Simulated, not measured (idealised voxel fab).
Herein follows the process module entitled voxel spacer lines.
Cross-section cut spans 175 nm and uses square cells 5 nm in size.
Cross-sections here: square-cell grids, written as top-down lists of bands, a band being one or more rows of cells.
The entry gives the band's vertical extent as a top height and a bottom height in nm, then its horizontal make-up as materials from left to right, each with a width in nm. "air" stands for empty space; a single material marked "all across" fills the band edge to edge.
Height is counted from the level 0, under which the received wafer is composed throughout of one material. The lowest of the bands is not closed at the bottom but continues downward, in the notation "from 0 down".
The expression "30 to 40" gives the width at the extremes of the band, the first number at its top row of cells and the second at its bottom row, with the width changing by equal amounts from each row to the next in between.
Basically "remained unchanged" means that step didn't change any cell in the cross-section.
The entry titled "Trapped cavities" provides the empty spaces that have no open way to the top, restricted to those of 8 cells or more. Each is presented as width x height at distance, the distance being measured from the left edge, with all three in nm.
Heads up: the bit after the settings on a step's line is the simulator's remark on that step.
"overlay nm" answers the question of how far to the right of plan the mask lay on a step that has a mask, and when it is negative the answer is to the left.

### Steps planned for the process
1,RECEIVE, material Si
2,CONFORMAL_DEP, material Al2O3, thk nm 10
3,DIRECTIONAL_DEP, material TiN, thk nm 10
4,DIRECTIONAL_DEP, material aC, thk nm 30
5,PATTERN, tone cover, mask id MANDREL, material resist, width nm 20, pitch nm 60, thk nm 40, overlay nm 0
6,DIRECTIONAL_ETCH, etch materials aC, depth nm 30
7,STRIP, etch materials resist
8,CONFORMAL_DEP, material SiN, thk nm 10
9,DIRECTIONAL_ETCH, etch materials SiN, depth nm 10
10,STRIP, etch materials aC
11,DIRECTIONAL_ETCH, etch materials TiN, depth nm 10
12,STRIP, etch materials SiN

### First wafer out of two, processed as planned

### Here's what the wafer looked like in cross-section when it arrived - that's after step 1
> from 0 down  Si all across
> Trapped cavities: none

### Take a look at the wafer's cross-section after step 2
> from 10 to 0  Al2O3 all across
> Below 0, no change.

### Take a look at the wafer's cross-section after step 3
> from 20 to 10  TiN all across
> Below 10, no change.

### Take a look at the wafer's cross-section after step 4
> from 50 to 20  aC all across
> Below 20, no change.

### Take a look at the wafer's cross-section after step 5
> from 90 to 50  45 nm air; 20 nm resist; 40 nm air; 20 nm resist; 50 nm air
> Below 50, no change.

### Take a look at the wafer's cross-section after step 6
> from 60 to 50  45 nm air; 20 nm resist; 40 nm air; 20 nm resist; 50 nm air
> from 50 to 20  45 nm air; 20 nm aC; 40 nm air; 20 nm aC; 50 nm air
> Below 20, no change.

### Take a look at the wafer's cross-section after step 7
> from 50 to 20  45 nm air; 20 nm aC; 40 nm air; 20 nm aC; 50 nm air
> Below 20, no change.

### Take a look at the wafer's cross-section after step 8
> from 60 to 50  35 nm air; 40 nm SiN; 20 nm air; 40 nm SiN; 40 nm air
> from 50 to 30  35 nm air; 10 nm SiN; 20 nm aC; 10 nm SiN; 20 nm air; 10 nm SiN; 20 nm aC; 10 nm SiN; 40 nm air
> from 30 to 20  45 nm SiN; 20 nm aC; 40 nm SiN; 20 nm aC; 50 nm SiN
> Below 20, no change.

### Take a look at the wafer's cross-section after step 9
> from 50 to 20  35 nm air; 10 nm SiN; 20 nm aC; 10 nm SiN; 20 nm air; 10 nm SiN; 20 nm aC; 10 nm SiN; 40 nm air
> Below 20, no change.

### Take a look at the wafer's cross-section after step 10
> from 50 to 20  35 nm air; 10 nm SiN; 20 nm air; 10 nm SiN; 20 nm air; 10 nm SiN; 20 nm air; 10 nm SiN; 40 nm air
> Below 20, no change.

### Take a look at the wafer's cross-section after step 11
> from 50 to 20  35 nm air; 10 nm SiN; 20 nm air; 10 nm SiN; 20 nm air; 10 nm SiN; 20 nm air; 10 nm SiN; 40 nm air
> from 20 to 10  35 nm air; 10 nm TiN; 20 nm air; 10 nm TiN; 20 nm air; 10 nm TiN; 20 nm air; 10 nm TiN; 40 nm air
> Below 10, no change.

### Take a look at the wafer's cross-section after step 12
> from 20 to 10  35 nm air; 10 nm TiN; 20 nm air; 10 nm TiN; 20 nm air; 10 nm TiN; 20 nm air; 10 nm TiN; 40 nm air
> Below 10, no change.

### Wafer two of two - same starting point, same process plan, one mistake in execution; matches wafer one up to and including step 4

### Second wafer, section view, time point: scheduled end of step 5
> from 90 to 50  40 nm air; 30 nm resist; 30 nm air; 30 nm resist; 45 nm air
> Below 50, no change.

### Second wafer, section view, time point: scheduled end of step 6
> from 60 to 50  40 nm air; 30 nm resist; 30 nm air; 30 nm resist; 45 nm air
> from 50 to 20  40 nm air; 30 nm aC; 30 nm air; 30 nm aC; 45 nm air
> Below 20, no change.

### Second wafer, section view, time point: scheduled end of step 7
> from 50 to 20  40 nm air; 30 nm aC; 30 nm air; 30 nm aC; 45 nm air
> Below 20, no change.

### Second wafer, section view, time point: scheduled end of step 8
> from 60 to 50  30 nm air; 50 nm SiN; 10 nm air; 50 nm SiN; 35 nm air
> from 50 to 30  30 nm air; 10 nm SiN; 30 nm aC; 10 nm SiN; 10 nm air; 10 nm SiN; 30 nm aC; 10 nm SiN; 35 nm air
> from 30 to 20  40 nm SiN; 30 nm aC; 30 nm SiN; 30 nm aC; 45 nm SiN
> Below 20, no change.

### Second wafer, section view, time point: scheduled end of step 9
> from 50 to 20  30 nm air; 10 nm SiN; 30 nm aC; 10 nm SiN; 10 nm air; 10 nm SiN; 30 nm aC; 10 nm SiN; 35 nm air
> Below 20, no change.

### Second wafer, section view, time point: scheduled end of step 10
> from 50 to 20  30 nm air; 10 nm SiN; 30 nm air; 10 nm SiN; 10 nm air; 10 nm SiN; 30 nm air; 10 nm SiN; 35 nm air
> Below 20, no change.

### Second wafer, section view, time point: scheduled end of step 11
> from 50 to 20  30 nm air; 10 nm SiN; 30 nm air; 10 nm SiN; 10 nm air; 10 nm SiN; 30 nm air; 10 nm SiN; 35 nm air
> from 20 to 10  30 nm air; 10 nm TiN; 30 nm air; 10 nm TiN; 10 nm air; 10 nm TiN; 30 nm air; 10 nm TiN; 35 nm air
> Below 10, no change.

### Second wafer, section view, time point: scheduled end of step 12
> from 20 to 10  30 nm air; 10 nm TiN; 30 nm air; 10 nm TiN; 10 nm air; 10 nm TiN; 30 nm air; 10 nm TiN; 35 nm air
> Below 10, no change.
So what did we get wrong on this run? step 5 off recipe, ran as PATTERN, tone cover, mask id MANDREL, material resist, width nm 30, pitch nm 60, thk nm 40, overlay nm 0
Cell counts per material: same on both final wafers. Positions: different.
